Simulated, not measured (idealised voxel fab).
Process module in this document: voxel released beams
Cross-section cut spans 170 nm and uses square cells 5 nm in size.
How to read a cross-section here: the picture is a grid of square cells, written as bands going from the top down, and any band can span one or more rows of cells. Read a band's entry like this: the first values are the height of its top and the height of its bottom in nm, and what follows is the sequence of materials from left to right, each with its width in nm. Note that "blank" is empty space, and that a single material marked "all across" reaches across the band from edge to edge. We count height from 0. Below that, the starting wafer is all one material. The lowest band never ends at the bottom but goes on down; see "from 0 down" for how that is written. The expression "30->40" gives the width at the extremes of the band, the first number at its top row of cells and the second at its bottom row, with the width changing by equal amounts from each row to the next in between. Where a step carries "nothing altered", the cross-section came out of it unchanged, cell for cell. The list in "Closed void listing" covers empty spaces of 8 cells or more that cannot reach the top through any open way, and it gives each as width x height at distance; the distance is from the left edge, and width, height and distance are in nm. On a step's line, text after the settings is the simulator commenting on that step. Steps that use a mask can have "overlay nm" on their line. It says how far the mask sat to the right of where it was meant to be. Negative means to the left.
# The process steps that were planned are listed below
- 1: RECEIVE, material Si
- 2: CONFORMAL_DEP, material SiN, thk nm 5
- 3: DIRECTIONAL_DEP, material SiO2, thk nm 20
- 4: DIRECTIONAL_DEP, material aC, thk nm 15
- 5: PATTERN, tone open, mask id ANCHOR, material resist, width nm 45, thk nm 30, overlay nm 0
- 6: DIRECTIONAL_ETCH, etch materials aC, depth nm 15
- 7: STRIP, etch materials resist
- 8: DIRECTIONAL_ETCH, etch materials SiO2, depth nm 20
- 9: STRIP, etch materials aC
- 10: CONFORMAL_DEP, material polySi, thk nm 15
- 11: DIRECTIONAL_DEP, material aC, thk nm 10
- 12: PATTERN, tone cover, mask id BEAM, material resist, width nm 90, thk nm 25, overlay nm 0
- 13: DIRECTIONAL_ETCH, etch materials aC, depth nm 10
- 14: STRIP, etch materials resist
- 15: DIRECTIONAL_ETCH, etch materials polySi, depth nm 15
- 16: STRIP, etch materials aC
- 17: STRIP, etch materials SiO2
# First wafer of two (run as planned)
# Delivered wafer in cross-section: state after step 1
> from 0 down = Si all across
> Closed void listing: none
# Cross-section of the wafer after step 2
> from 5 to 0 = SiN all across
> Below 0, the layers are the same as they were.
# Cross-section of the wafer after step 3
> from 25 to 5 = SiO2 all across
> Below 5, the layers are the same as they were.
# Cross-section of the wafer after step 4
> from 40 to 25 = aC all across
> Below 25, the layers are the same as they were.
# Cross-section of the wafer after step 5
> from 70 to 40 = 40 of resist; 45 of blank; 85 of resist
> Below 40, the layers are the same as they were.
# Cross-section of the wafer after step 6
> from 55 to 40 = 40 of resist; 45 of blank; 85 of resist
> from 40 to 25 = 40 of aC; 45 of blank; 85 of aC
> Below 25, the layers are the same as they were.
# Cross-section of the wafer after step 7
> from 40 to 25 = 40 of aC; 45 of blank; 85 of aC
> Below 25, the layers are the same as they were.
# Cross-section of the wafer after step 8
> from 40 to 25 = 40 of aC; 45 of blank; 85 of aC
> from 25 to 5 = 40 of SiO2; 45 of blank; 85 of SiO2
> Below 5, the layers are the same as they were.
# Cross-section of the wafer after step 9
> from 25 to 5 = 40 of SiO2; 45 of blank; 85 of SiO2
> Below 5, the layers are the same as they were.
# Cross-section of the wafer after step 10
> from 40 to 25 = 55 of polySi; 15 of blank; 100 of polySi
> from 25 to 20 = 40 of SiO2; 15 of polySi; 15 of blank; 15 of polySi; 85 of SiO2
> from 20 to 5 = 40 of SiO2; 45 of polySi; 85 of SiO2
> Below 5, the layers are the same as they were.
# Cross-section of the wafer after step 11
> from 50 to 40 = 55 of aC; 15 of blank; 100 of aC
> from 40 to 30 = 55 of polySi; 15 of blank; 100 of polySi
> from 30 to 25 = 55 of polySi; 15 of aC; 100 of polySi
> from 25 to 20 = 40 of SiO2; 15 of polySi; 15 of aC; 15 of polySi; 85 of SiO2
> Below 20, the layers are the same as they were.
# Cross-section of the wafer after step 12
> from 75 to 50 = 35 of blank; 90 of resist; 45 of blank
> from 50 to 40 = 55 of aC; 15 of resist; 100 of aC
> from 40 to 30 = 55 of polySi; 15 of resist; 100 of polySi
> Below 30, the layers are the same as they were.
# Cross-section of the wafer after step 13
> from 65 to 50 = 35 of blank; 90 of resist; 45 of blank
> from 50 to 40 = 35 of blank; 20 of aC; 15 of resist; 55 of aC; 45 of blank
> Below 40, the layers are the same as they were.
# Cross-section of the wafer after step 14
> from 50 to 40 = 35 of blank; 20 of aC; 15 of blank; 55 of aC; 45 of blank
> from 40 to 30 = 55 of polySi; 15 of blank; 100 of polySi
> Below 30, the layers are the same as they were.
# Cross-section of the wafer after step 15
> from 50 to 40 = 35 of blank; 20 of aC; 15 of blank; 55 of aC; 45 of blank
> from 40 to 30 = 35 of blank; 20 of polySi; 15 of blank; 55 of polySi; 45 of blank
> from 30 to 25 = 35 of blank; 20 of polySi; 15 of aC; 55 of polySi; 45 of blank
> Below 25, the layers are the same as they were.
# Cross-section of the wafer after step 16
> from 40 to 25 = 35 of blank; 20 of polySi; 15 of blank; 55 of polySi; 45 of blank
> from 25 to 20 = 40 of SiO2; 15 of polySi; 15 of blank; 15 of polySi; 85 of SiO2
> Below 20, the layers are the same as they were.
# Cross-section of the wafer after step 17
> from 40 to 25 = 35 of blank; 20 of polySi; 15 of blank; 55 of polySi; 45 of blank
> from 25 to 20 = 40 of blank; 15 of polySi; 15 of blank; 15 of polySi; 85 of blank
> from 20 to 5 = 40 of blank; 45 of polySi; 85 of blank
> Below 5, the layers are the same as they were.
# Notes, second wafer: start = first wafer's, plan = first wafer's, execution had one mistake; history identical to first through step 9
# Second wafer, sectioned view, at step 10's planned end time
> from 40 to 25 = 55 of SiN; 15 of blank; 100 of SiN
> from 25 to 20 = 40 of SiO2; 15 of SiN; 15 of blank; 15 of SiN; 85 of SiO2
> from 20 to 5 = 40 of SiO2; 45 of SiN; 85 of SiO2
> Below 5, the layers are the same as they were.
# Second wafer, sectioned view, at step 11's planned end time
> from 50 to 40 = 55 of aC; 15 of blank; 100 of aC
> from 40 to 30 = 55 of SiN; 15 of blank; 100 of SiN
> from 30 to 25 = 55 of SiN; 15 of aC; 100 of SiN
> from 25 to 20 = 40 of SiO2; 15 of SiN; 15 of aC; 15 of SiN; 85 of SiO2
> Below 20, the layers are the same as they were.
# Second wafer, sectioned view, at step 12's planned end time
> from 75 to 50 = 35 of blank; 90 of resist; 45 of blank
> from 50 to 40 = 55 of aC; 15 of resist; 100 of aC
> from 40 to 30 = 55 of SiN; 15 of resist; 100 of SiN
> Below 30, the layers are the same as they were.
# Second wafer, sectioned view, at step 13's planned end time
> from 65 to 50 = 35 of blank; 90 of resist; 45 of blank
> from 50 to 40 = 35 of blank; 20 of aC; 15 of resist; 55 of aC; 45 of blank
> Below 40, the layers are the same as they were.
# Second wafer, sectioned view, at step 14's planned end time
> from 50 to 40 = 35 of blank; 20 of aC; 15 of blank; 55 of aC; 45 of blank
> from 40 to 30 = 55 of SiN; 15 of blank; 100 of SiN
> Below 30, the layers are the same as they were.
Second wafer, sectioned view, at step 15's planned end time: nothing altered
# Second wafer, sectioned view, at step 16's planned end time
> from 40 to 25 = 55 of SiN; 15 of blank; 100 of SiN
> from 25 to 20 = 40 of SiO2; 15 of SiN; 15 of blank; 15 of SiN; 85 of SiO2
> Below 20, the layers are the same as they were.
Second wafer, sectioned view, at step 17's planned end time: nothing altered
The plan and the run diverged here: step 10 changed vs plan, executed as CONFORMAL_DEP, material SiN, thk nm 15
Looking at both finished wafers in cells, the second ends up ahead of or behind the first on some materials: 126 more of SiN, 100 more of SiO2, 78 fewer of polySi
